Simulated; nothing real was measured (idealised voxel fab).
Process module under the name voxel capacitor over wiring
cross-section cut | 295 nm wide | cells 5 nm
A cross-section is written here as square cells arranged in a grid, and it is given in bands from the top down, each band taking up one or more rows of cells.
Band entry format. Leading values: height of top, height of bottom, nm. Remainder: materials in left-to-right order, each with its width in nm. Special words: "edge to edge" on a single material, which then fills the band edge to edge; "air", empty space.
Height reference: 0 = level under which incoming wafer is all one material. Lowest band: no bottom, runs on downward, e.g. "0..down".
The notation "30->40" denotes a width that varies across the rows of cells in the band, beginning at the first number in the top row, finishing at the second number in the bottom row, and changing by an identical amount from each row to the next.
Reading "no modifications" for a step: not a cell of the cross-section changed in it.
Listed in "Closed void listing": every empty space of 8 or more cells without an open way to the top. Form: width x height at distance, the distance being from the left edge, all in nm.
The remark found on a step's line after its settings is issued by the simulator itself and pertains to that step.
You can add "overlay nm" to a step's line. For a step with a mask, it describes how far the mask lay to the right of its planned position, and a negative number describes a lay to the left.
Here's what the planned process steps look like:
1: op RECEIVE | material Si
2: op CONFORMAL_DEP | material SiO2 | thk nm 10
3: op DIRECTIONAL_DEP | material TiN | thk nm 5
4: op DIRECTIONAL_DEP | material W | thk nm 20
5: op MASKED_ETCH | tone cover | mask id METAL_1 | width nm 30 | pitch nm 100 | etch materials W | depth nm 20 | overlay nm 0
6: op MASKED_ETCH | tone cover | mask id METAL_1 | width nm 30 | pitch nm 100 | etch materials TiN | depth nm 5 | overlay nm 0
7: op FILL_DEP | material SiO2 | thk nm 5
8: op CMP | height nm 35
9: op CONFORMAL_DEP | material SiCN | thk nm 5
10: op DIRECTIONAL_DEP | material lowk | thk nm 20
11: op MASKED_ETCH | tone open | mask id PLUG_1 | width nm 15 | etch materials lowk | depth nm 20 | overlay nm 0
12: op MASKED_ETCH | tone open | mask id PLUG_1 | width nm 15 | etch materials SiCN | depth nm 5 | overlay nm 0
13: op EPI | material Ru | thk nm 10
14: op EPI | material Ru | thk nm 10
15: op EPI | material Ru | thk nm 5
16: op DIRECTIONAL_DEP | material TiN | thk nm 5
17: op DIRECTIONAL_DEP | material Al2O3 | thk nm 5
18: op DIRECTIONAL_DEP | material TiN | thk nm 5
19: op DIRECTIONAL_DEP | material aC | thk nm 15
20: op PATTERN | tone cover | mask id UPPER_PLATE | material resist | width nm 75 | thk nm 30 | overlay nm 0
21: op DIRECTIONAL_ETCH | etch materials aC | depth nm 15
22: op STRIP | etch materials resist
23: op DIRECTIONAL_ETCH | etch materials TiN | depth nm 5
24: op DIRECTIONAL_ETCH | etch materials Al2O3 | depth nm 5
25: op STRIP | etch materials aC
26: op DIRECTIONAL_DEP | material aC | thk nm 10
27: op PATTERN | tone cover | mask id LOWER_PLATE | material resist | width nm 85 | thk nm 30 | overlay nm 0
28: op DIRECTIONAL_ETCH | etch materials aC | depth nm 10
29: op STRIP | etch materials resist
30: op DIRECTIONAL_ETCH | etch materials TiN | depth nm 5
31: op STRIP | etch materials aC
32: op FILL_DEP | material SiO2 | thk nm 20
33: op CMP | height nm 90
34: op PATTERN | tone open | mask id PLUG_2 | material resist | width nm 15 | thk nm 15 | overlay nm 0
35: op DIRECTIONAL_ETCH | etch materials SiO2 | depth nm 15
36: op STRIP | etch materials resist
37: op CONFORMAL_DEP | material TiN | thk nm 5
38: op FILL_DEP | material Ru | thk nm 10
39: op CMP | height nm 90
40: op CONFORMAL_DEP | material SiCN | thk nm 5
Wafer cross-section on receipt, i.e. after step 1:
- 0..down: Si edge to edge
- Closed void listing: none
Sectioned view, first of two wafers, at the close of the module, processed as intended in the plan:
- 95..90: SiCN edge to edge
- 90..80: 105 nm SiO2, then 5 nm TiN, then 5 nm Ru, then 5 nm TiN, then 175 nm SiO2
- 80..70: 105->95 nm SiO2, then 15->75 nm TiN, then 175->125 nm SiO2
- 70..65: 95 nm SiO2, then 75 nm Al2O3, then 125 nm SiO2
- 65..60: 90 nm SiO2, then 85 nm TiN, then 120 nm SiO2
- 60..40: 95 nm lowk, then 15 nm Ru, then 185 nm lowk
- 40..35: 95 nm SiCN, then 15 nm Ru, then 185 nm SiCN
- 35..15: 80 nm SiO2, then 30 nm W, then 70 nm SiO2, then 30 nm W, then 85 nm SiO2
- 15..10: 80 nm SiO2, then 30 nm TiN, then 70 nm SiO2, then 30 nm TiN, then 85 nm SiO2
- 10..0: SiO2 edge to edge
- 0..down: Si edge to edge
- Closed void listing: none
So this is wafer number two of the two, cut at the end of the module - it started where the first did and had the same plan, we just got one thing wrong running it:
- 95..90: SiCN edge to edge
- 90..80: 105 nm SiO2, then 5 nm TiN, then 5 nm Ru, then 5 nm TiN, then 175 nm SiO2
- 80..70: 105->95 nm SiO2, then 15->75 nm TiN, then 175->125 nm SiO2
- 70..65: 95 nm SiO2, then 75 nm Al2O3, then 125 nm SiO2
- 65..60: 90 nm SiO2, then 85 nm TiN, then 120 nm SiO2
- 60..40: 95 nm lowk, then 15 nm Ru, then 185 nm lowk
- 40..35: 95 nm SiCN, then 15 nm Ru, then 185 nm SiCN
- 35..30: 80 nm SiO2, then 30 nm TiN, then 70 nm SiO2, then 30 nm TiN, then 85 nm SiO2
- 30..10: W edge to edge
- 10..0: SiO2 edge to edge
- 0..down: Si edge to edge
- Closed void listing: none
What was done differently from what was planned? steps 3 and 4 were swapped
Final difference in cells, second wafer against first, listed per material as more or fewer: 188 fewer of SiO2, 188 more of W
